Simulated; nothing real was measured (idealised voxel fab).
The following is a process module called voxel self aligned vias.
Pictured: cross-section cut, 235 nm wide, on a grid of 5 nm square cells.
Heads up, the way a cross-section reads in here is a grid of square cells, handed over as bands from the top down, with every band being one or more rows of cells.
The band entry comprises the height of the band's top followed by the height of its bottom, expressed in nm, and subsequently the band's materials from left to right, each stated together with its width in nm. Where a single material is marked with the word "all across", that material fills the band from edge to edge. The word "air" represents empty space.
We count height from 0. Below that, the starting wafer is all one material. The lowest band never ends at the bottom but goes on down; see "top 0, no bottom" for how that is written.
So if you see something like "30->40" for the width, read it as the top row of the band sitting at the first number and the bottom row at the second, with every row in between moving by the same amount as the last.
Where a step carries "no alteration", the cross-section came out of it unchanged, cell for cell.
"Enclosed void listing": sealed empty spaces, 8 cells or more, no open way to top, listed width x height at distance, with distance from the left edge and width, height and distance in nm.
On each step's line, the part that comes after the settings is the simulator's own comment on the step.
"overlay nm", when on a step's line for a step with a mask, measures how far to the right of its planned place the mask lay; a negative measure means to the left.

## Here's what the planned process steps look like
- 1: op RECEIVE | material Si
- 2: op CONFORMAL_DEP | material SiO2 | thk nm 10
- 3: op CONFORMAL_DEP | material SiCN | thk nm 5
- 4: op DIRECTIONAL_DEP | material lowk | thk nm 30
- 5: op DIRECTIONAL_DEP | material aC | thk nm 10
- 6: op PATTERN | tone open | mask id LINES | material resist | width nm 20 | pitch nm 55 | thk nm 30 | overlay nm 0
- 7: op DIRECTIONAL_ETCH | etch materials aC | depth nm 10
- 8: op STRIP | etch materials resist
- 9: op DIRECTIONAL_ETCH | etch materials lowk | depth nm 30
- 10: op STRIP | etch materials aC
- 11: op CONFORMAL_DEP | material TiN | thk nm 5
- 12: op FILL_DEP | material Ru | thk nm 10
- 13: op CMP | height nm 45
- 14: op SELECTIVE_ETCH | etch materials W Ru TiN | depth nm 10
- 15: op FILL_DEP | material SiN | thk nm 10
- 16: op CMP | height nm 45
- 17: op DIRECTIONAL_DEP | material lowk | thk nm 15
- 18: op PATTERN | tone open | mask id VIAS | material resist | width nm 30 | pitch nm 110 | thk nm 15 | overlay nm 0
- 19: op DIRECTIONAL_ETCH | etch materials lowk | depth nm 15
- 20: op DIRECTIONAL_ETCH | etch materials SiN | depth nm 10
- 21: op STRIP | etch materials resist
- 22: op CONFORMAL_DEP | material TiN | thk nm 5
- 23: op FILL_DEP | material Cu | thk nm 5
- 24: op CMP | height nm 60
- 25: op CONFORMAL_DEP | material SiN | thk nm 5

## Cross-section of the wafer at receipt, which is the condition after step 1
    top 0, no bottom = Si all across
    Enclosed void listing: none

## first wafer at the end, as planned
    top 65, bottom 60 = SiN all across
    top 60, bottom 50 = lowk: 45  TiN: 5  Cu: 20  TiN: 5  lowk: 80  TiN: 5  Cu: 20  TiN: 5  lowk: 50
    top 50, bottom 45 = lowk: 45  TiN: 10  Cu: 10  TiN: 10  lowk: 80  TiN: 10  Cu: 10  TiN: 10  lowk: 50
    top 45, bottom 40 = lowk: 50  TiN: 5  Cu: 10  TiN: 5  lowk: 35  SiN: 20  lowk: 35  TiN: 5  Cu: 10  TiN: 5  lowk: 55
    top 40, bottom 35 = lowk: 50  TiN: 20  lowk: 35  SiN: 20  lowk: 35  TiN: 20  lowk: 55
    top 35, bottom 20 = lowk: 50  TiN: 5  Ru: 10  TiN: 5  lowk: 35  TiN: 5  Ru: 10  TiN: 5  lowk: 35  TiN: 5  Ru: 10  TiN: 5  lowk: 55
    top 20, bottom 15 = lowk: 50  TiN: 20  lowk: 35  TiN: 20  lowk: 35  TiN: 20  lowk: 55
    top 15, bottom 10 = SiCN all across
    top 10, bottom 0 = SiO2 all across
    top 0, no bottom = Si all across
    Enclosed void listing: none

## Presented here is a cross-section of the second of the two wafers as it stood at the end of the module. It was started in the same manner and assigned the same plan as the first wafer; however, one mistake was made in its execution
    top 65, bottom 60 = SiN all across
    top 60, bottom 50 = lowk: 45  TiN: 5  Cu: 25  TiN: 5  lowk: 75  TiN: 5  Cu: 25  TiN: 5  lowk: 45
    top 50, bottom 45 = lowk: 45  TiN: 10  Cu: 10  TiN: 15  lowk: 75  TiN: 10  Cu: 10  TiN: 15  lowk: 45
    top 45, bottom 40 = lowk: 50  TiN: 5  Cu: 10  TiN: 5  lowk: 35  SiN: 20  lowk: 35  TiN: 5  Cu: 10  TiN: 5  lowk: 55
    top 40, bottom 35 = lowk: 50  TiN: 20  lowk: 35  SiN: 20  lowk: 35  TiN: 20  lowk: 55
    top 35, bottom 20 = lowk: 50  TiN: 5  Ru: 10  TiN: 5  lowk: 35  TiN: 5  Ru: 10  TiN: 5  lowk: 35  TiN: 5  Ru: 10  TiN: 5  lowk: 55
    top 20, bottom 15 = lowk: 50  TiN: 20  lowk: 35  TiN: 20  lowk: 35  TiN: 20  lowk: 55
    top 15, bottom 10 = SiCN all across
    top 10, bottom 0 = SiO2 all across
    top 0, no bottom = Si all across
    Enclosed void listing: none
It is concluded that the wafer was processed incorrectly with respect to the plan, in that step 18 was not run as planned; what actually ran was op PATTERN | tone open | mask id VIAS | material resist | width nm 35 | pitch nm 110 | thk nm 15 | overlay nm 0
The second wafer ends with more or fewer cells of some materials than the first, per final count: Cu +4; TiN +2; lowk -6
